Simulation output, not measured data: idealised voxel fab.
A process module follows: voxel capacitor over wiring.
The cross-section on display is named cut; it measures 180 nm wide, and its cells are 5 nm squares.
Cross-section = grid of square cells, listed top down in bands; band = one or more rows.
The band entry comprises the height of the band's top followed by the height of its bottom, expressed in nm, and subsequently the band's materials from left to right, each stated together with its width in nm. Where a single material is marked with the word "all across", that material fills the band from edge to edge. The word "blank" represents empty space.
Measure heights from 0. That's the level where, below it, the as-received wafer is all one material. The lowest band is bottomless and extends downward; write it as in "0 and below".
You'd read "30 to 40" like this: the band's top row of cells is as wide as the first number, its bottom row is as wide as the second, and going down, every row changes width by the same amount as the row before did.
"nothing different" for a step: no cell of the cross-section changed in that step.
"Voids, sealed" - sealed voids, min. 8 cells, no opening to top; format: width x height at distance (distance from left edge; nm throughout).
On each step's line, the part that comes after the settings is the simulator's own comment on the step.
Among the settings permitted on a step's line is "overlay nm"; applied to a step with a mask, it specifies the extent to which the mask lay to the right of its planned position, whereas a negative figure signifies a position to the left.
Intended process steps
1 op RECEIVE | material Si
2 op CONFORMAL_DEP | material SiO2 | thk nm 15
3 op CONFORMAL_DEP | material SiN | thk nm 5
4 op DIRECTIONAL_DEP | material lowk | thk nm 15
5 op PATTERN | tone open | mask id METAL_1 | material resist | width nm 30 | pitch nm 85 | thk nm 20 | overlay nm 0
6 op DIRECTIONAL_ETCH | etch materials lowk | depth nm 15
7 op DIRECTIONAL_ETCH | etch materials SiN | depth nm 5
8 op STRIP | etch materials resist
9 op CONFORMAL_DEP | material TiN | thk nm 5
10 op FILL_DEP | material Ru | thk nm 10
11 op CMP | height nm 35
12 op CONFORMAL_DEP | material SiCN | thk nm 5
13 op DIRECTIONAL_DEP | material lowk | thk nm 15
14 op DIRECTIONAL_DEP | material aC | thk nm 10
15 op PATTERN | tone open | mask id PLUG_1 | material resist | width nm 15 | thk nm 25 | overlay nm 0
16 op DIRECTIONAL_ETCH | etch materials aC | depth nm 10
17 op STRIP | etch materials resist
18 op DIRECTIONAL_ETCH | etch materials lowk | depth nm 15
19 op DIRECTIONAL_ETCH | etch materials SiCN | depth nm 5
20 op STRIP | etch materials aC
21 op CONFORMAL_DEP | material TiN | thk nm 5
22 op FILL_DEP | material W | thk nm 10
23 op CMP | height nm 55
24 op DIRECTIONAL_DEP | material TiN | thk nm 5
25 op DIRECTIONAL_DEP | material Al2O3 | thk nm 5
26 op DIRECTIONAL_DEP | material TiN | thk nm 10
27 op PATTERN | tone cover | mask id UPPER_PLATE | material resist | width nm 60 | thk nm 15 | overlay nm 0
28 op DIRECTIONAL_ETCH | etch materials TiN | depth nm 10
29 op DIRECTIONAL_ETCH | etch materials Al2O3 | depth nm 5
30 op STRIP | etch materials resist
31 op MASKED_ETCH | tone cover | mask id LOWER_PLATE | width nm 70 | etch materials TiN | depth nm 5 | overlay nm 0
32 op FILL_DEP | material SiO2 | thk nm 20
33 op CMP | height nm 90
34 op MASKED_ETCH | tone open | mask id PLUG_2 | width nm 15 | etch materials SiO2 | depth nm 15 | overlay nm 0
35 op CONFORMAL_DEP | material TiN | thk nm 5
36 op FILL_DEP | material W | thk nm 10
37 op CMP | height nm 90
38 op CONFORMAL_DEP | material SiN | thk nm 5
As-received wafer cross-section (after step 1)
0 and below  Si all across
Voids, sealed: none
Cross-section, end of module. Start: as above. Plan: as above. Execution: one mistake
95 down to 90  SiN all across
90 down to 80  SiO2: 55; TiN: 5; W: 5; TiN: 5; SiO2: 110
80 down to 75  SiO2: 55; TiN: 15; SiO2: 110
75 down to 65  SiO2: 45; TiN: 60; SiO2: 75
65 down to 60  SiO2: 45; Al2O3: 60; SiO2: 75
60 down to 55  SiO2: 40; TiN: 70; SiO2: 70
55 down to 40  lowk: 45; TiN: 5; W: 5; TiN: 5; lowk: 120
40 down to 35  SiCN: 45; TiN: 15; SiCN: 120
35 down to 30  SiN: 30; TiN: 30; SiN: 55; TiN: 30; SiN: 35
30 down to 0  SiO2 all across
0 and below  Si all across
Voids, sealed: none
Here's what went sideways: yeah, plan step 2 got run twice
